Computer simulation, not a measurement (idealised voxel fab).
process module | voxel spacer lines
cross-section cut | 265 nm wide | cells 5 nm
A cross-section is a grid of square cells, given in bands from the top down. A band is one or more rows of cells.
Each band's line starts with the height of the band's top and of its bottom, in nm. Then come its materials from left to right, each with its width in nm. One material with "throughout" fills the band from edge to edge. "air" is empty space.
Height 0 is the level under which the wafer as received is all one material. The lowest band goes on downwards, as in "0 down".
A width such as "30 to 40" changes by the same amount from each row of cells to the next, from the band's top row to its bottom row.
"no change" after a step means that no cell of the cross-section changed.
closed voids: empty space of 8 cells or more with no open way to the top, each as width x height at its distance from the left edge, in nm
after a step's settings: what the simulator itself notes on the step
overlay nm, on a step with a mask: how far to the right of its planned place the mask lay; to the left if negative
plan
1 op RECEIVE | material Si
2 op CONFORMAL_DEP | material Al2O3 | thk nm 10
3 op DIRECTIONAL_DEP | material SiN | thk nm 10
4 op DIRECTIONAL_DEP | material aC | thk nm 30
5 op PATTERN | tone cover | mask id MANDREL | material resist | width nm 25 | pitch nm 80 | thk nm 35 | overlay nm 0
6 op DIRECTIONAL_ETCH | etch materials aC | depth nm 30
7 op STRIP | etch materials resist
8 op CONFORMAL_DEP | material SiO2 | thk nm 15
9 op DIRECTIONAL_ETCH | etch materials SiO2 | depth nm 15
10 op STRIP | etch materials aC
11 op DIRECTIONAL_ETCH | etch materials SiN | depth nm 10
12 op STRIP | etch materials SiO2
13 op FILL_DEP | material lowk | thk nm 10
14 op CMP | height nm 20
as received, after step 1
  0 down: Si throughout
  closed voids: none
first wafer at the end, as planned
  20 to 10: lowk 25 | SiN 15 | lowk 25 | SiN 15 | lowk 25 | SiN 15 | lowk 25 | SiN 15 | lowk 25 | SiN 15 | lowk 25 | SiN 15 | lowk 25
  10 to 0: Al2O3 throughout
  0 down: Si throughout
  closed voids: none
second wafer at the end: like start, like plan, one mistake
  20 to 10: lowk 20 | SiN 15 | lowk 25 | SiN 15 | lowk 25 | SiN 15 | lowk 25 | SiN 15 | lowk 25 | SiN 15 | lowk 25 | SiN 15 | lowk 30
  10 to 0: Al2O3 throughout
  0 down: Si throughout
  closed voids: none
what went wrong: step 5 ran as: op PATTERN | tone cover | mask id MANDREL | material resist | width nm 25 | pitch nm 80 | thk nm 35 | overlay nm -5
at the end the second wafer has, in cells: as many of each material as the first, in other places
